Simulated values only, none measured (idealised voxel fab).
You're looking at the process module voxel self aligned vias.
Cross-section cut: width 290 nm, square cells of 5 nm.
For the purposes of this document, a cross-section shall be understood as a grid of square cells, specified as bands listed in top-to-bottom order, each band consisting of one or more rows of cells.
Band entry format. Leading values: height of top, height of bottom, nm. Remainder: materials in left-to-right order, each with its width in nm. Special words: "throughout" on a single material, which then fills the band edge to edge; "empty", empty space.
Zero point of the height axis is 0; under it, received wafer = one material. Lowest band: continues down indefinitely, "0 -> down".
When a width is written as two numbers, as in "30 to 40", the first number is the width in the top row of cells of the band and the second is the width in its bottom row, and the width changes by the same amount from each row to the next.
"no modifications" for a step: no cell of the cross-section changed in that step.
Reported under the label "Closed internal cavities" are the empty spaces having no open way to the top and comprising 8 cells or more; the notation for each is width x height at distance, in which the distance is measured from the left edge and all three values are in nm.
Heads up: the bit after the settings on a step's line is the simulator's remark on that step.
overlay nm: where the mask lay relative to plan, measured to the right, on steps with a mask; negatives go left.
PLAN
1,RECEIVE,material Si
2,CONFORMAL_DEP,material SiO2,thk nm 10
3,CONFORMAL_DEP,material SiCN,thk nm 5
4,DIRECTIONAL_DEP,material lowk,thk nm 20
5,MASKED_ETCH,tone open,mask id LINES,width nm 25,pitch nm 65,etch materials lowk,depth nm 20,overlay nm 0
6,CONFORMAL_DEP,material TiN,thk nm 5
7,FILL_DEP,material Ru,thk nm 10
8,CMP,height nm 35
9,SELECTIVE_ETCH,etch materials W Ru TiN,depth nm 5
10,FILL_DEP,material SiN,thk nm 10
11,CMP,height nm 35
12,DIRECTIONAL_DEP,material lowk,thk nm 15
13,DIRECTIONAL_DEP,material aC,thk nm 10
14,PATTERN,tone open,mask id VIAS,material resist,width nm 45,pitch nm 65,thk nm 25,overlay nm 0
15,DIRECTIONAL_ETCH,etch materials aC,depth nm 10
16,STRIP,etch materials resist
17,DIRECTIONAL_ETCH,etch materials lowk,depth nm 15
18,DIRECTIONAL_ETCH,etch materials SiN,depth nm 5
19,STRIP,etch materials aC
20,CONFORMAL_DEP,material TiN,thk nm 5
21,FILL_DEP,material Ru,thk nm 5
22,CMP,height nm 50
23,CONFORMAL_DEP,material SiCN,thk nm 5
FIRST OF TWO WAFERS: RUN AS PLANNED
CROSS-SECTION OF THE INCOMING WAFER, STATE AFTER STEP 1
	0 -> down = Si throughout
	Closed internal cavities: none
WAFER SECTION VIEW AFTER PROCESSING STEP 2
	10 -> 0 = SiO2 throughout
	Beneath the level 0, the cross-section is identical to its previous state.
WAFER SECTION VIEW AFTER PROCESSING STEP 3
	15 -> 10 = SiCN throughout
	Beneath the level 10, the cross-section is identical to its previous state.
WAFER SECTION VIEW AFTER PROCESSING STEP 4
	35 -> 15 = lowk throughout
	Beneath the level 15, the cross-section is identical to its previous state.
WAFER SECTION VIEW AFTER PROCESSING STEP 5
	35 -> 15 = lowk 100; empty 25; lowk 40; empty 25; lowk 100
	Beneath the level 15, the cross-section is identical to its previous state.
WAFER SECTION VIEW AFTER PROCESSING STEP 6
	40 -> 35 = TiN 105; empty 15; TiN 50; empty 15; TiN 105
	35 -> 20 = lowk 100; TiN 5; empty 15; TiN 5; lowk 40; TiN 5; empty 15; TiN 5; lowk 100
	20 -> 15 = lowk 100; TiN 25; lowk 40; TiN 25; lowk 100
	Beneath the level 15, the cross-section is identical to its previous state.
WAFER SECTION VIEW AFTER PROCESSING STEP 7
	50 -> 40 = Ru throughout
	40 -> 35 = TiN 105; Ru 15; TiN 50; Ru 15; TiN 105
	35 -> 20 = lowk 100; TiN 5; Ru 15; TiN 5; lowk 40; TiN 5; Ru 15; TiN 5; lowk 100
	Beneath the level 20, the cross-section is identical to its previous state.
WAFER SECTION VIEW AFTER PROCESSING STEP 8
	35 -> 20 = lowk 100; TiN 5; Ru 15; TiN 5; lowk 40; TiN 5; Ru 15; TiN 5; lowk 100
	Beneath the level 20, the cross-section is identical to its previous state.
WAFER SECTION VIEW AFTER PROCESSING STEP 9
	35 -> 30 = lowk 100; empty 25; lowk 40; empty 25; lowk 100
	Beneath the level 30, the cross-section is identical to its previous state.
WAFER SECTION VIEW AFTER PROCESSING STEP 10
	45 -> 35 = SiN throughout
	35 -> 30 = lowk 100; SiN 25; lowk 40; SiN 25; lowk 100
	Beneath the level 30, the cross-section is identical to its previous state.
WAFER SECTION VIEW AFTER PROCESSING STEP 11
	35 -> 30 = lowk 100; SiN 25; lowk 40; SiN 25; lowk 100
	Beneath the level 30, the cross-section is identical to its previous state.
WAFER SECTION VIEW AFTER PROCESSING STEP 12
	50 -> 35 = lowk throughout
	Beneath the level 35, the cross-section is identical to its previous state.
WAFER SECTION VIEW AFTER PROCESSING STEP 13
	60 -> 50 = aC throughout
	Beneath the level 50, the cross-section is identical to its previous state.
WAFER SECTION VIEW AFTER PROCESSING STEP 14
	85 -> 60 = resist 90; empty 45; resist 20; empty 45; resist 90
	Beneath the level 60, the cross-section is identical to its previous state.
WAFER SECTION VIEW AFTER PROCESSING STEP 15
	75 -> 60 = resist 90; empty 45; resist 20; empty 45; resist 90
	60 -> 50 = aC 90; empty 45; aC 20; empty 45; aC 90
	Beneath the level 50, the cross-section is identical to its previous state.
WAFER SECTION VIEW AFTER PROCESSING STEP 16
	60 -> 50 = aC 90; empty 45; aC 20; empty 45; aC 90
	Beneath the level 50, the cross-section is identical to its previous state.
WAFER SECTION VIEW AFTER PROCESSING STEP 17
	60 -> 50 = aC 90; empty 45; aC 20; empty 45; aC 90
	50 -> 35 = lowk 90; empty 45; lowk 20; empty 45; lowk 90
	Beneath the level 35, the cross-section is identical to its previous state.
WAFER SECTION VIEW AFTER PROCESSING STEP 18
	60 -> 50 = aC 90; empty 45; aC 20; empty 45; aC 90
	50 -> 35 = lowk 90; empty 45; lowk 20; empty 45; lowk 90
	35 -> 30 = lowk 100; empty 25; lowk 40; empty 25; lowk 100
	Beneath the level 30, the cross-section is identical to its previous state.
WAFER SECTION VIEW AFTER PROCESSING STEP 19
	50 -> 35 = lowk 90; empty 45; lowk 20; empty 45; lowk 90
	Beneath the level 35, the cross-section is identical to its previous state.
WAFER SECTION VIEW AFTER PROCESSING STEP 20
	55 -> 50 = TiN 95; empty 35; TiN 30; empty 35; TiN 95
	50 -> 40 = lowk 90; TiN 5; empty 35; TiN 5; lowk 20; TiN 5; empty 35; TiN 5; lowk 90
	40 -> 35 = lowk 90; TiN 15; empty 15; TiN 15; lowk 20; TiN 15; empty 15; TiN 15; lowk 90
	35 -> 30 = lowk 100; TiN 25; lowk 40; TiN 25; lowk 100
	Beneath the level 30, the cross-section is identical to its previous state.
WAFER SECTION VIEW AFTER PROCESSING STEP 21
	60 -> 55 = Ru throughout
	55 -> 50 = TiN 95; Ru 35; TiN 30; Ru 35; TiN 95
	50 -> 40 = lowk 90; TiN 5; Ru 35; TiN 5; lowk 20; TiN 5; Ru 35; TiN 5; lowk 90
	40 -> 35 = lowk 90; TiN 15; Ru 15; TiN 15; lowk 20; TiN 15; Ru 15; TiN 15; lowk 90
	Beneath the level 35, the cross-section is identical to its previous state.
WAFER SECTION VIEW AFTER PROCESSING STEP 22
	50 -> 40 = lowk 90; TiN 5; Ru 35; TiN 5; lowk 20; TiN 5; Ru 35; TiN 5; lowk 90
	Beneath the level 40, the cross-section is identical to its previous state.
WAFER SECTION VIEW AFTER PROCESSING STEP 23
	55 -> 50 = SiCN throughout
	Beneath the level 50, the cross-section is identical to its previous state.
THE SECOND WAFER WAS PREPARED FROM THE SAME STARTING POINT AND UNDER THE SAME PLAN AS THE FIRST; ITS PROCESSING CONTAINED ONE MISTAKE, AND IT REMAINS INDISTINGUISHABLE FROM THE FIRST WAFER UP TO AND INCLUDING STEP 16
HERE IS THE SECOND WAFER IN CROSS-SECTION AT THE POINT WHERE STEP 17 OF THE PLAN SHOULD HAVE BEEN DONE
	60 -> 50 = aC 90; empty 45; aC 20; empty 45; aC 90
	50 -> 35 = lowk 90; empty 45; lowk 20; empty 45; lowk 90
	35 -> 30 = lowk 90; empty 10; SiN 25; empty 10; lowk 20; empty 10; SiN 25; empty 10; lowk 90
	Beneath the level 30, the cross-section is identical to its previous state.
HERE IS THE SECOND WAFER IN CROSS-SECTION AT THE POINT WHERE STEP 18 OF THE PLAN SHOULD HAVE BEEN DONE
	60 -> 50 = aC 90; empty 45; aC 20; empty 45; aC 90
	50 -> 30 = lowk 90; empty 45; lowk 20; empty 45; lowk 90
	Beneath the level 30, the cross-section is identical to its previous state.
HERE IS THE SECOND WAFER IN CROSS-SECTION AT THE POINT WHERE STEP 19 OF THE PLAN SHOULD HAVE BEEN DONE
	50 -> 30 = lowk 90; empty 45; lowk 20; empty 45; lowk 90
	Beneath the level 30, the cross-section is identical to its previous state.
HERE IS THE SECOND WAFER IN CROSS-SECTION AT THE POINT WHERE STEP 20 OF THE PLAN SHOULD HAVE BEEN DONE
	55 -> 50 = TiN 95; empty 35; TiN 30; empty 35; TiN 95
	50 -> 35 = lowk 90; TiN 5; empty 35; TiN 5; lowk 20; TiN 5; empty 35; TiN 5; lowk 90
	35 -> 30 = lowk 90; TiN 45; lowk 20; TiN 45; lowk 90
	Beneath the level 30, the cross-section is identical to its previous state.
HERE IS THE SECOND WAFER IN CROSS-SECTION AT THE POINT WHERE STEP 21 OF THE PLAN SHOULD HAVE BEEN DONE
	60 -> 55 = Ru throughout
	55 -> 50 = TiN 95; Ru 35; TiN 30; Ru 35; TiN 95
	50 -> 35 = lowk 90; TiN 5; Ru 35; TiN 5; lowk 20; TiN 5; Ru 35; TiN 5; lowk 90
	Beneath the level 35, the cross-section is identical to its previous state.
HERE IS THE SECOND WAFER IN CROSS-SECTION AT THE POINT WHERE STEP 22 OF THE PLAN SHOULD HAVE BEEN DONE
	50 -> 35 = lowk 90; TiN 5; Ru 35; TiN 5; lowk 20; TiN 5; Ru 35; TiN 5; lowk 90
	Beneath the level 35, the cross-section is identical to its previous state.
HERE IS THE SECOND WAFER IN CROSS-SECTION AT THE POINT WHERE STEP 23 OF THE PLAN SHOULD HAVE BEEN DONE
	55 -> 50 = SiCN throughout
	Beneath the level 50, the cross-section is identical to its previous state.
Run error: step 17 ran differently from the plan; actual operation with settings: DIRECTIONAL_ETCH,etch materials lowk,depth nm 20
Per the end-of-run cell counts, the second wafer holds more or fewer of some materials than the first: Ru: 8 more; lowk: 8 fewer
